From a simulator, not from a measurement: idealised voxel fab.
You're looking at the process module voxel released beams.
It is cross-section cut that appears here, measuring 255 nm in width, its square cells being 5 nm in size.
This document writes a cross-section as a grid whose cells are square, and gives it as bands, listed from the top down; one or more rows of cells form a band. Band: top height; bottom height; in nm. Then, left to right: material with width in nm, for each material. "everywhere": a single material spanning edge to edge. "empty": empty space. Below 0: as-received wafer, all one material; heights counted from there. Lowest band: no bottom, goes on down, written "0..down". The expression "30->40" gives the width at the extremes of the band, the first number at its top row of cells and the second at its bottom row, with the width changing by equal amounts from each row to the next in between. No cell of the cross-section changed in a step that is given as "no modification". Under "Sealed void list" you'll find the enclosed gaps, the ones with no way out to the top, that are 8 cells or bigger; each reads width x height at distance, with distance counted from the left edge, everything in nm. Whatever follows a step's settings on its line is a remark the simulator itself makes about that step. Steps that use a mask can have "overlay nm" on their line. It says how far the mask sat to the right of where it was meant to be. Negative means to the left.

**Process steps foreseen in the plan**
- 1: op RECEIVE | material Si
- 2: op CONFORMAL_DEP | material Al2O3 | thk nm 10
- 3: op DIRECTIONAL_DEP | material SiO2 | thk nm 15
- 4: op PATTERN | tone open | mask id ANCHOR | material resist | width nm 35 | thk nm 15 | overlay nm 0
- 5: op DIRECTIONAL_ETCH | etch materials SiO2 | depth nm 15
- 6: op STRIP | etch materials resist
- 7: op CONFORMAL_DEP | material polySi | thk nm 10
- 8: op PATTERN | tone cover | mask id BEAM | material resist | width nm 120 | thk nm 15 | overlay nm 0
- 9: op DIRECTIONAL_ETCH | etch materials polySi | depth nm 10
- 10: op STRIP | etch materials resist
- 11: op STRIP | etch materials SiO2

**Concerning the first of two wafers, which was run in accordance with the plan**

**Shown in cross-section is the wafer as received, that is, as it stands after step 1**
0..down: Si everywhere
Sealed void list: none

**The wafer in cross-section once step 2 is complete**
10..0: Al2O3 everywhere
Below 0, the layers are the same as they were.

**The wafer in cross-section once step 3 is complete**
25..10: SiO2 everywhere
Below 10, the layers are the same as they were.

**The wafer in cross-section once step 4 is complete**
40..25: resist 70 nm, then empty 35 nm, then resist 150 nm
Below 25, the layers are the same as they were.

**The wafer in cross-section once step 5 is complete**
40..25: resist 70 nm, then empty 35 nm, then resist 150 nm
25..10: SiO2 70 nm, then empty 35 nm, then SiO2 150 nm
Below 10, the layers are the same as they were.

**The wafer in cross-section once step 6 is complete**
25..10: SiO2 70 nm, then empty 35 nm, then SiO2 150 nm
Below 10, the layers are the same as they were.

**The wafer in cross-section once step 7 is complete**
35..25: polySi 80 nm, then empty 15 nm, then polySi 160 nm
25..20: SiO2 70 nm, then polySi 10 nm, then empty 15 nm, then polySi 10 nm, then SiO2 150 nm
20..10: SiO2 70 nm, then polySi 35 nm, then SiO2 150 nm
Below 10, the layers are the same as they were.

**The wafer in cross-section once step 8 is complete**
50..35: empty 65 nm, then resist 120 nm, then empty 70 nm
35..25: polySi 80 nm, then resist 15 nm, then polySi 160 nm
25..20: SiO2 70 nm, then polySi 10 nm, then resist 15 nm, then polySi 10 nm, then SiO2 150 nm
Below 20, the layers are the same as they were.

**The wafer in cross-section once step 9 is complete**
50..35: empty 65 nm, then resist 120 nm, then empty 70 nm
35..25: empty 65 nm, then polySi 15 nm, then resist 15 nm, then polySi 90 nm, then empty 70 nm
Below 25, the layers are the same as they were.

**The wafer in cross-section once step 10 is complete**
35..25: empty 65 nm, then polySi 15 nm, then empty 15 nm, then polySi 90 nm, then empty 70 nm
25..20: SiO2 70 nm, then polySi 10 nm, then empty 15 nm, then polySi 10 nm, then SiO2 150 nm
Below 20, the layers are the same as they were.

**The wafer in cross-section once step 11 is complete**
35..25: empty 65 nm, then polySi 15 nm, then empty 15 nm, then polySi 90 nm, then empty 70 nm
25..20: empty 70 nm, then polySi 10 nm, then empty 15 nm, then polySi 10 nm, then empty 150 nm
20..10: empty 70 nm, then polySi 35 nm, then empty 150 nm
Below 10, the layers are the same as they were.

**It is to be noted that the second wafer proceeded from the same initial state and according to the same plan as the first, although one mistake was committed in its execution; through step 1, inclusive, the two wafers share an identical history**

**Second wafer, cross-section, planned end of step 2**
15..0: SiO2 everywhere
Below 0, the layers are the same as they were.

**Second wafer, cross-section, planned end of step 3**
25..15: Al2O3 everywhere
Below 15, the layers are the same as they were.

**Second wafer, cross-section, planned end of step 4**
40..25: resist 70 nm, then empty 35 nm, then resist 150 nm
Below 25, the layers are the same as they were.

Second wafer, cross-section, planned end of step 5: no modification

**Second wafer, cross-section, planned end of step 6**
25..15: Al2O3 everywhere
Below 15, the layers are the same as they were.

**Second wafer, cross-section, planned end of step 7**
35..25: polySi everywhere
Below 25, the layers are the same as they were.

**Second wafer, cross-section, planned end of step 8**
50..35: empty 65 nm, then resist 120 nm, then empty 70 nm
Below 35, the layers are the same as they were.

**Second wafer, cross-section, planned end of step 9**
50..35: empty 65 nm, then resist 120 nm, then empty 70 nm
35..25: empty 65 nm, then polySi 120 nm, then empty 70 nm
Below 25, the layers are the same as they were.

**Second wafer, cross-section, planned end of step 10**
35..25: empty 65 nm, then polySi 120 nm, then empty 70 nm
Below 25, the layers are the same as they were.

Second wafer, cross-section, planned end of step 11: no modification
What went wrong in running the wafer? the intended sequence of steps 2 and 3 was reversed during processing, with each occupying the position of the other
FYI, end of process, the second wafer has more or fewer cells of some materials than the first: +153 SiO2, -12 polySi
